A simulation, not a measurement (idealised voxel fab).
Process module heading - voxel transistor to metal
It is cross-section cut that appears here, measuring 290 nm in width, its square cells being 5 nm in size.
A cross-section is a grid of square cells, given in bands from the top down. A band is one or more rows of cells.
First you get the band's top height and its bottom height, in nm, and then the materials it's made of, left to right, with each width in nm. If you see a single material with "edge to edge", that one covers the band edge to edge. "blank" is empty space.
Counting heights begins at 0, where everything beneath is, in the wafer as received, one material. The lowest band has no bottom; it goes on downwards, as "0 nm and below" shows.
A width such as "30 to 40" changes by the same amount from each row of cells to the next, from the band's top row to its bottom row.
Given "no change occurred" for a step, no cell of the cross-section differs between before and after that step.
So "Enclosed void inventory" is basically the list of trapped voids: any empty space of 8 cells or more that can't reach the top through an opening. They're written width x height at distance, the distance being from the left edge, and it's all nm.
The remark found on a step's line after its settings is issued by the simulator itself and pertains to that step.
Steps that use a mask can have "overlay nm" on their line. It says how far the mask sat to the right of where it was meant to be. Negative means to the left.

So here's the lineup of process steps we planned:
| 1 | RECEIVE [material Si] |
| 2 | CONFORMAL_DEP [material SiO2] [thk nm 5] |
| 3 | CONFORMAL_DEP [material SiN] [thk nm 10] |
| 4 | PATTERN [tone cover] [mask id ACTIVE] [material resist] [width nm 105] [pitch nm 130] [thk nm 15] [overlay nm 0] |
| 5 | DIRECTIONAL_ETCH [etch materials SiN] [depth nm 10] |
| 6 | DIRECTIONAL_ETCH [etch materials SiO2] [depth nm 5] |
| 7 | DIRECTIONAL_ETCH [etch materials Si] [depth nm 20] |
| 8 | STRIP [etch materials resist] |
| 9 | FILL_DEP [material SiO2] [thk nm 10] |
| 10 | CMP [height nm 15] |
| 11 | SELECTIVE_ETCH [etch materials SiO2] [depth nm 10] |
| 12 | STRIP [etch materials SiN] |
| 13 | SELECTIVE_ETCH [etch materials SiO2] [depth nm 5] |
| 14 | OXIDIZE [depth nm 5] |
| 15 | DIRECTIONAL_DEP [material polySi] [thk nm 20] |
| 16 | DIRECTIONAL_DEP [material SiCN] [thk nm 15] |
| 17 | DIRECTIONAL_DEP [material aC] [thk nm 10] |
| 18 | PATTERN [tone cover] [mask id GATE] [material resist] [width nm 25] [pitch nm 130] [thk nm 30] [overlay nm 0] |
| 19 | DIRECTIONAL_ETCH [etch materials aC] [depth nm 10] |
| 20 | STRIP [etch materials resist] |
| 21 | DIRECTIONAL_ETCH [etch materials SiCN] [depth nm 25] |
| 22 | DIRECTIONAL_ETCH [etch materials polySi] [depth nm 30] |
| 23 | STRIP [etch materials aC] |
| 24 | CONFORMAL_DEP [material SiO2] [thk nm 5] |
| 25 | DIRECTIONAL_ETCH [etch materials SiO2] [depth nm 5] |
| 26 | CONFORMAL_DEP [material SiN] [thk nm 5] |
| 27 | DIRECTIONAL_ETCH [etch materials SiN] [depth nm 5] |
| 28 | DIRECTIONAL_ETCH [etch materials SiO2] [depth nm 5] |
| 29 | EPI [material SiGe] [thk nm 5] |
| 30 | FILL_DEP [material SiO2] [thk nm 10] |
| 31 | CMP [height nm 20] |
| 32 | STRIP [etch materials polySi] |
| 33 | SELECTIVE_ETCH [etch materials SiO2] [depth nm 5] |
| 34 | CONFORMAL_DEP [material HfO2] [thk nm 5] |
| 35 | CONFORMAL_DEP [material TiN] [thk nm 5] |
| 36 | FILL_DEP [material W] [thk nm 10] |
| 37 | CMP [height nm 15] |
| 38 | DIRECTIONAL_DEP [material SiO2] [thk nm 10] |
| 39 | DIRECTIONAL_DEP [material aC] [thk nm 15] |
| 40 | PATTERN [tone open] [mask id CONTACT] [material resist] [width nm 15] [thk nm 30] [overlay nm 0] |
| 41 | DIRECTIONAL_ETCH [etch materials aC] [depth nm 15] |
| 42 | STRIP [etch materials resist] |
| 43 | DIRECTIONAL_ETCH [etch materials SiO2] [depth nm 25] |
| 44 | STRIP [etch materials aC] |
| 45 | CONFORMAL_DEP [material TiN] [thk nm 5] |
| 46 | FILL_DEP [material Ru] [thk nm 10] |
| 47 | CMP [height nm 25] |
| 48 | CONFORMAL_DEP [material SiN] [thk nm 5] |
| 49 | DIRECTIONAL_DEP [material SiO2] [thk nm 20] |
| 50 | MASKED_ETCH [tone open] [mask id METAL_1] [width nm 15] [etch materials SiO2] [depth nm 20] [overlay nm 0] |
| 51 | MASKED_ETCH [tone open] [mask id METAL_1] [width nm 15] [etch materials SiN] [depth nm 5] [overlay nm 0] |
| 52 | CONFORMAL_DEP [material TiN] [thk nm 5] |
| 53 | FILL_DEP [material Cu] [thk nm 10] |
| 54 | CMP [height nm 50] |
| 55 | CONFORMAL_DEP [material SiCN] [thk nm 5] |
| 56 | DIRECTIONAL_DEP [material lowk] [thk nm 25] |
| 57 | MASKED_ETCH [tone open] [mask id METAL_2] [width nm 15] [pitch nm 130] [etch materials lowk] [depth nm 15] [overlay nm 0] |
| 58 | MASKED_ETCH [tone open] [mask id METAL_2_HOLES] [width nm 15] [pitch nm 130] [etch materials lowk] [depth nm 10] [overlay nm 0] |
| 59 | MASKED_ETCH [tone open] [mask id METAL_2_HOLES] [width nm 15] [pitch nm 130] [etch materials SiCN] [depth nm 5] [overlay nm 0] |
| 60 | CONFORMAL_DEP [material TiN] [thk nm 5] |
| 61 | FILL_DEP [material Cu] [thk nm 10] |
| 62 | CMP [height nm 80] |
| 63 | CONFORMAL_DEP [material SiCN] [thk nm 5] |

as received, after step 1:
- 0 nm and below | Si edge to edge
- Enclosed void inventory: none

End-of-module cross-section of the first of two wafers, processed as planned:
- 85 nm to 80 nm | SiCN edge to edge
- 80 nm to 55 nm | lowk (35), then TiN (5), then Cu (5), then TiN (5), then lowk (115), then TiN (5), then Cu (5), then TiN (5), then lowk (110)
- 55 nm to 50 nm | SiCN (35), then TiN (15), then SiCN (115), then TiN (15), then SiCN (110)
- 50 nm to 30 nm | SiO2 (35), then TiN (5), then Cu (5), then TiN (5), then SiO2 (55), then TiN (5), then Cu (5), then TiN (5), then SiO2 (45), then TiN (5), then Cu (5), then TiN (5), then SiO2 (55), then TiN (5), then Cu (5), then TiN (5), then SiO2 (40)
- 30 nm to 25 nm | SiN (35), then TiN (15), then SiN (55), then TiN (15), then SiN (45), then TiN (15), then SiN (55), then TiN (15), then SiN (40)
- 25 nm to 15 nm | SiO2 (35), then TiN (5), then Ru (5), then TiN (5), then SiO2 (55), then TiN (5), then Ru (5), then TiN (5), then SiO2 (45), then TiN (5), then Ru (5), then TiN (5), then SiO2 (55), then TiN (5), then Ru (5), then TiN (5), then SiO2 (40)
- 15 nm to 5 nm | SiO2 (35), then TiN (5), then Ru (5), then TiN (5), then SiO2 (5), then SiN (5), then HfO2 (5), then TiN (5), then W (15), then TiN (5), then HfO2 (5), then SiN (5), then SiO2 (5), then TiN (5), then Ru (5), then TiN (5), then SiO2 (45), then TiN (5), then Ru (5), then TiN (5), then SiO2 (5), then SiN (5), then HfO2 (5), then TiN (5), then W (15), then TiN (5), then HfO2 (5), then SiN (5), then SiO2 (5), then TiN (5), then Ru (5), then TiN (5), then SiO2 (40)
- 5 nm to 0 nm | SiO2 (35), then TiN (15), then SiO2 (5), then SiN (5), then HfO2 (5), then TiN (25), then HfO2 (5), then SiN (5), then SiO2 (5), then TiN (15), then SiO2 (45), then TiN (15), then SiO2 (5), then SiN (5), then HfO2 (5), then TiN (25), then HfO2 (5), then SiN (5), then SiO2 (5), then TiN (15), then SiO2 (40)
- 0 nm to -5 nm | SiO2 (20), then SiGe (35), then SiO2 (5), then HfO2 (35), then SiO2 (5), then SiGe (35), then SiO2 (15), then SiGe (35), then SiO2 (5), then HfO2 (35), then SiO2 (5), then SiGe (35), then SiO2 (25)
- -5 nm to -20 nm | SiO2 (25), then Si (105), then SiO2 (25), then Si (105), then SiO2 (30)
- -20 nm and below | Si edge to edge
- Enclosed void inventory: none

Now the second wafer, cross-sectioned at the end of the module. Nothing different at the start, nothing different in the plan compared with the first, just one mistake when it was actually run:
- 85 nm to 80 nm | SiCN edge to edge
- 80 nm to 55 nm | lowk (35), then TiN (5), then Cu (5), then TiN (5), then lowk (115), then TiN (5), then Cu (5), then TiN (5), then lowk (110)
- 55 nm to 50 nm | SiCN (35), then TiN (15), then SiCN (115), then TiN (15), then SiCN (110)
- 50 nm to 30 nm | SiO2 (35), then TiN (5), then Cu (5), then TiN (5), then SiO2 (55), then TiN (5), then Cu (5), then TiN (5), then SiO2 (45), then TiN (5), then Cu (5), then TiN (5), then SiO2 (55), then TiN (5), then Cu (5), then TiN (5), then SiO2 (40)
- 30 nm to 25 nm | SiN (35), then TiN (15), then SiN (55), then TiN (15), then SiN (45), then TiN (15), then SiN (55), then TiN (15), then SiN (40)
- 25 nm to 20 nm | SiO2 (35), then TiN (5), then Ru (5), then TiN (5), then SiO2 (55), then TiN (5), then Ru (5), then TiN (5), then SiO2 (45), then TiN (5), then Ru (5), then TiN (5), then SiO2 (55), then TiN (5), then Ru (5), then TiN (5), then SiO2 (40)
- 20 nm to 15 nm | SiO2 (35), then TiN (15), then SiO2 (55), then TiN (15), then SiO2 (45), then TiN (15), then SiO2 (55), then TiN (15), then SiO2 (40)
- 15 nm to 10 nm | W edge to edge
- 10 nm to 5 nm | W (10), then TiN (55), then W (25), then TiN (105), then W (25), then TiN (55), then W (15)
- 5 nm to 0 nm | W (10), then TiN (5), then HfO2 (45), then TiN (35), then HfO2 (45), then TiN (5), then HfO2 (45), then TiN (35), then HfO2 (45), then TiN (5), then W (15)
- 0 nm to -5 nm | W (10), then TiN (5), then HfO2 (5), then SiGe (35), then HfO2 (45), then SiGe (35), then HfO2 (5), then TiN (5), then HfO2 (5), then SiGe (35), then HfO2 (45), then SiGe (35), then HfO2 (5), then TiN (5), then W (15)
- -5 nm to -10 nm | W (10), then TiN (5), then HfO2 (10), then Si (105), then HfO2 (10), then TiN (5), then HfO2 (10), then Si (105), then HfO2 (10), then TiN (5), then W (15)
- -10 nm to -15 nm | TiN (20), then HfO2 (5), then Si (105), then HfO2 (5), then TiN (15), then HfO2 (5), then Si (105), then HfO2 (5), then TiN (25)
- -15 nm to -20 nm | HfO2 (25), then Si (105), then HfO2 (25), then Si (105), then HfO2 (30)
- -20 nm and below | Si edge to edge
- Enclosed void inventory: none
Run error: note that step 32 departed from the planned setting and was carried out as STRIP [etch materials SiO2]
Heads up, by the end the second wafer has more or fewer cells of some materials compared to the first: HfO2 +60; Ru -12; SiN -12; SiO2 -148; TiN +36; W +76
